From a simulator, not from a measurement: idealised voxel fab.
process module | voxel plated lines
cross-section cut | 255 nm wide | cells 5 nm
A cross-section is a grid of square cells, given in bands from the top down. A band is one or more rows of cells.
Each band's line starts with the height of the band's top and of its bottom, in nm. Then come its materials from left to right, each with its width in nm. One material with "throughout" fills the band from edge to edge. "air" is empty space.
Height 0 is the level under which the wafer as received is all one material. The lowest band goes on downwards, as in "0 down".
A width such as "30 to 40" changes by the same amount from each row of cells to the next, from the band's top row to its bottom row.
"no change" after a step means that no cell of the cross-section changed.
closed voids: empty space of 8 cells or more with no open way to the top, each as width x height at its distance from the left edge, in nm
after a step's settings: what the simulator itself notes on the step
overlay nm, on a step with a mask: how far to the right of its planned place the mask lay; to the left if negative
Each pair below shows a cross-section before one step and the cross-section after it, down to the lowest band that changed. The line under each pair gives the step between them, with its settings. The pairs can come from different runs of this module on the same starting wafer, so a pair continues from the pair above only where its "before" says so.
before
  0 down: Si throughout
  closed voids: none
after
  10 to 0: Al2O3 throughout
  below 0: unchanged
  closed voids: none
the step between: op CONFORMAL_DEP | material Al2O3 | thk nm 10
before: the cross-section after the pair above
after
  15 to 10: TiN throughout
  below 10: unchanged
  closed voids: none
the step between: op DIRECTIONAL_DEP | material TiN | thk nm 5
before: the cross-section after the pair above
after
  35 to 15: resist 90 | air 20 | resist 30 | air 20 | resist 95
  below 15: unchanged
  closed voids: none
the step between: op PATTERN | tone open | mask id LINES | material resist | width nm 20 | pitch nm 50 | thk nm 20 | overlay nm 0
before: the cross-section after the pair above
after
  35 to 20: resist 90 | air 20 | resist 30 | air 20 | resist 95
  20 to 15: resist 90 | Ru 20 | resist 30 | Ru 20 | resist 95
  below 15: unchanged
  closed voids: none
the step between: op EPI | material Ru | thk nm 5
before: the cross-section after the pair above
after
  20 to 15: air 90 | Ru 20 | air 30 | Ru 20 | air 95
  below 15: unchanged
  closed voids: none
the step between: op STRIP | etch materials resist
before: the cross-section after the pair above
after
  20 to 15: air 90 | Ru 20 | air 30 | Ru 20 | air 95
  15 to 10: air 90 | TiN 20 | air 30 | TiN 20 | air 95
  below 10: unchanged
  closed voids: none
the step between: op DIRECTIONAL_ETCH | etch materials TiN | depth nm 5
before: the cross-section after the pair above
after
  25 to 20: air 85 | SiCN 30 | air 20 | SiCN 30 | air 90
  20 to 15: air 85 | SiCN 5 | Ru 20 | SiCN 5 | air 20 | SiCN 5 | Ru 20 | SiCN 5 | air 90
  15 to 10: SiCN 90 | TiN 20 | SiCN 30 | TiN 20 | SiCN 95
  below 10: unchanged
  closed voids: none
the step between: op CONFORMAL_DEP | material SiCN | thk nm 5
before
  0 down: Si throughout
  closed voids: none
after
  5 to 0: TiN throughout
  below 0: unchanged
  closed voids: none
the step between: op DIRECTIONAL_DEP | material TiN | thk nm 5
before: the cross-section after the pair above
after
  25 to 5: resist 90 | air 20 | resist 30 | air 20 | resist 95
  below 5: unchanged
  closed voids: none
the step between: op PATTERN | tone open | mask id LINES | material resist | width nm 20 | pitch nm 50 | thk nm 20 | overlay nm 0
before: the cross-section after the pair above
after
  25 to 10: resist 90 | air 20 | resist 30 | air 20 | resist 95
  10 to 5: resist 90 | Ru 20 | resist 30 | Ru 20 | resist 95
  below 5: unchanged
  closed voids: none
the step between: op EPI | material Ru | thk nm 5
before: the cross-section after the pair above
after
  10 to 5: air 90 | Ru 20 | air 30 | Ru 20 | air 95
  below 5: unchanged
  closed voids: none
the step between: op STRIP | etch materials resist
before: the cross-section after the pair above
after
  10 to 5: air 90 | Ru 20 | air 30 | Ru 20 | air 95
  5 to 0: air 90 | TiN 20 | air 30 | TiN 20 | air 95
  below 0: unchanged
  closed voids: none
the step between: op DIRECTIONAL_ETCH | etch materials TiN | depth nm 5
before: the cross-section after the pair above
after
  15 to 10: air 85 | SiCN 30 | air 20 | SiCN 30 | air 90
  10 to 5: air 85 | SiCN 5 | Ru 20 | SiCN 5 | air 20 | SiCN 5 | Ru 20 | SiCN 5 | air 90
  5 to 0: SiCN 90 | TiN 20 | SiCN 30 | TiN 20 | SiCN 95
  below 0: unchanged
  closed voids: none
the step between: op CONFORMAL_DEP | material SiCN | thk nm 5
before
  5 to 0: TiN throughout
  0 down: Si throughout
  closed voids: none
after
  15 to 5: Al2O3 throughout
  below 5: unchanged
  closed voids: none
the step between: op CONFORMAL_DEP | material Al2O3 | thk nm 10
before: the cross-section after the pair above
after
  35 to 15: resist 90 | air 20 | resist 30 | air 20 | resist 95
  below 15: unchanged
  closed voids: none
the step between: op PATTERN | tone open | mask id LINES | material resist | width nm 20 | pitch nm 50 | thk nm 20 | overlay nm 0
before: the cross-section after the pair above
after
  15 to 5: Al2O3 throughout
  below 5: unchanged
  closed voids: none
the step between: op STRIP | etch materials resist
before: the cross-section after the pair above
after
  20 to 15: SiCN throughout
  below 15: unchanged
  closed voids: none
the step between: op CONFORMAL_DEP | material SiCN | thk nm 5
before
  20 to 15: air 90 | Ru 20 | air 30 | Ru 20 | air 95
  15 to 10: air 90 | TiN 20 | air 30 | TiN 20 | air 95
  10 to 0: Al2O3 throughout
  0 down: Si throughout
  closed voids: none
after
  35 to 25: air 75 | SiCN 100 | air 80
  25 to 20: SiCN throughout
  20 to 15: SiCN 90 | Ru 20 | SiCN 30 | Ru 20 | SiCN 95
  15 to 10: SiCN 90 | TiN 20 | SiCN 30 | TiN 20 | SiCN 95
  below 10: unchanged
  closed voids: none
the step between: op CONFORMAL_DEP | material SiCN | thk nm 15
before
  15 to 10: TiN throughout
  10 to 0: Al2O3 throughout
  0 down: Si throughout
  closed voids: none
after
  35 to 15: resist 85 | air 30 | resist 20 | air 30 | resist 90
  below 15: unchanged
  closed voids: none
the step between: op PATTERN | tone open | mask id LINES | material resist | width nm 30 | pitch nm 50 | thk nm 20 | overlay nm 0
before: the cross-section after the pair above
after
  35 to 20: resist 85 | air 30 | resist 20 | air 30 | resist 90
  20 to 15: resist 85 | Ru 30 | resist 20 | Ru 30 | resist 90
  below 15: unchanged
  closed voids: none
the step between: op EPI | material Ru | thk nm 5
before: the cross-section after the pair above
after
  20 to 15: air 85 | Ru 30 | air 20 | Ru 30 | air 90
  below 15: unchanged
  closed voids: none
the step between: op STRIP | etch materials resist
before: the cross-section after the pair above
after
  20 to 15: air 85 | Ru 30 | air 20 | Ru 30 | air 90
  15 to 10: air 85 | TiN 30 | air 20 | TiN 30 | air 90
  below 10: unchanged
  closed voids: none
the step between: op DIRECTIONAL_ETCH | etch materials TiN | depth nm 5
before: the cross-section after the pair above
after
  25 to 20: air 80 | SiCN 40 | air 10 | SiCN 40 | air 85
  20 to 15: air 80 | SiCN 5 | Ru 30 | SiCN 5 | air 10 | SiCN 5 | Ru 30 | SiCN 5 | air 85
  15 to 10: SiCN 85 | TiN 30 | SiCN 20 | TiN 30 | SiCN 90
  below 10: unchanged
  closed voids: none
the step between: op CONFORMAL_DEP | material SiCN | thk nm 5
before
  15 to 10: TiN throughout
  10 to 0: Al2O3 throughout
  0 down: Si throughout
  closed voids: none
after
  35 to 15: resist 95 | air 20 | resist 30 | air 20 | resist 90
  below 15: unchanged
  closed voids: none
the step between: op PATTERN | tone open | mask id LINES | material resist | width nm 20 | pitch nm 50 | thk nm 20 | overlay nm 5
before: the cross-section after the pair above
after
  35 to 20: resist 95 | air 20 | resist 30 | air 20 | resist 90
  20 to 15: resist 95 | Ru 20 | resist 30 | Ru 20 | resist 90
  below 15: unchanged
  closed voids: none
the step between: op EPI | material Ru | thk nm 5
before: the cross-section after the pair above
after
  20 to 15: air 95 | Ru 20 | air 30 | Ru 20 | air 90
  below 15: unchanged
  closed voids: none
the step between: op STRIP | etch materials resist
before: the cross-section after the pair above
after
  20 to 15: air 95 | Ru 20 | air 30 | Ru 20 | air 90
  15 to 10: air 95 | TiN 20 | air 30 | TiN 20 | air 90
  below 10: unchanged
  closed voids: none
the step between: op DIRECTIONAL_ETCH | etch materials TiN | depth nm 5
before: the cross-section after the pair above
after
  25 to 20: air 90 | SiCN 30 | air 20 | SiCN 30 | air 85
  20 to 15: air 90 | SiCN 5 | Ru 20 | SiCN 5 | air 20 | SiCN 5 | Ru 20 | SiCN 5 | air 85
  15 to 10: SiCN 95 | TiN 20 | SiCN 30 | TiN 20 | SiCN 90
  below 10: unchanged
  closed voids: none
the step between: op CONFORMAL_DEP | material SiCN | thk nm 5
before
  0 down: Si throughout
  closed voids: none
after
  10 to 0: TiN throughout
  below 0: unchanged
  closed voids: none
the step between: op CONFORMAL_DEP | material TiN | thk nm 10
before: the cross-section after the pair above
after
  15 to 0: TiN throughout
  below 0: unchanged
  closed voids: none
the step between: op DIRECTIONAL_DEP | material TiN | thk nm 5
before: the cross-section after the pair above
after
  35 to 15: resist 90 | air 20 | resist 30 | air 20 | resist 95
  below 15: unchanged
  closed voids: none
the step between: op PATTERN | tone open | mask id LINES | material resist | width nm 20 | pitch nm 50 | thk nm 20 | overlay nm 0
before: the cross-section after the pair above
after
  35 to 20: resist 90 | air 20 | resist 30 | air 20 | resist 95
  20 to 15: resist 90 | Ru 20 | resist 30 | Ru 20 | resist 95
  below 15: unchanged
  closed voids: none
the step between: op EPI | material Ru | thk nm 5
before: the cross-section after the pair above
after
  20 to 15: air 90 | Ru 20 | air 30 | Ru 20 | air 95
  below 15: unchanged
  closed voids: none
the step between: op STRIP | etch materials resist
before: the cross-section after the pair above
after
  20 to 15: air 90 | Ru 20 | air 30 | Ru 20 | air 95
  15 to 10: air 90 | TiN 20 | air 30 | TiN 20 | air 95
  below 10: unchanged
  closed voids: none
the step between: op DIRECTIONAL_ETCH | etch materials TiN | depth nm 5
before: the cross-section after the pair above
after
  25 to 20: air 85 | SiCN 30 | air 20 | SiCN 30 | air 90
  20 to 15: air 85 | SiCN 5 | Ru 20 | SiCN 5 | air 20 | SiCN 5 | Ru 20 | SiCN 5 | air 90
  15 to 10: SiCN 90 | TiN 20 | SiCN 30 | TiN 20 | SiCN 95
  below 10: unchanged
  closed voids: none
the step between: op CONFORMAL_DEP | material SiCN | thk nm 5
before
  15 to 10: TiN throughout
  10 to 0: Al2O3 throughout
  0 down: Si throughout
  closed voids: none
after
  35 to 15: air 90 | resist 20 | air 30 | resist 20 | air 95
  below 15: unchanged
  closed voids: none
the step between: op PATTERN | tone cover | mask id LINES | material resist | width nm 20 | pitch nm 50 | thk nm 20 | overlay nm 0
before: the cross-section after the pair above
after
  35 to 20: air 90 | resist 20 | air 30 | resist 20 | air 95
  20 to 15: Ru 90 | resist 20 | Ru 30 | resist 20 | Ru 95
  below 15: unchanged
  closed voids: none
the step between: op EPI | material Ru | thk nm 5
before: the cross-section after the pair above
after
  20 to 15: Ru 90 | air 20 | Ru 30 | air 20 | Ru 95
  below 15: unchanged
  closed voids: none
the step between: op STRIP | etch materials resist
before: the cross-section after the pair above
after
  20 to 15: Ru 90 | air 20 | Ru 30 | air 20 | Ru 95
  15 to 10: TiN 90 | air 20 | TiN 30 | air 20 | TiN 95
  below 10: unchanged
  closed voids: none
the step between: op DIRECTIONAL_ETCH | etch materials TiN | depth nm 5
before: the cross-section after the pair above
after
  25 to 20: SiCN 95 | air 10 | SiCN 40 | air 10 | SiCN 100
  20 to 15: Ru 90 | SiCN 5 | air 10 | SiCN 5 | Ru 30 | SiCN 5 | air 10 | SiCN 5 | Ru 95
  15 to 10: TiN 90 | SiCN 20 | TiN 30 | SiCN 20 | TiN 95
  below 10: unchanged
  closed voids: none
the step between: op CONFORMAL_DEP | material SiCN | thk nm 5
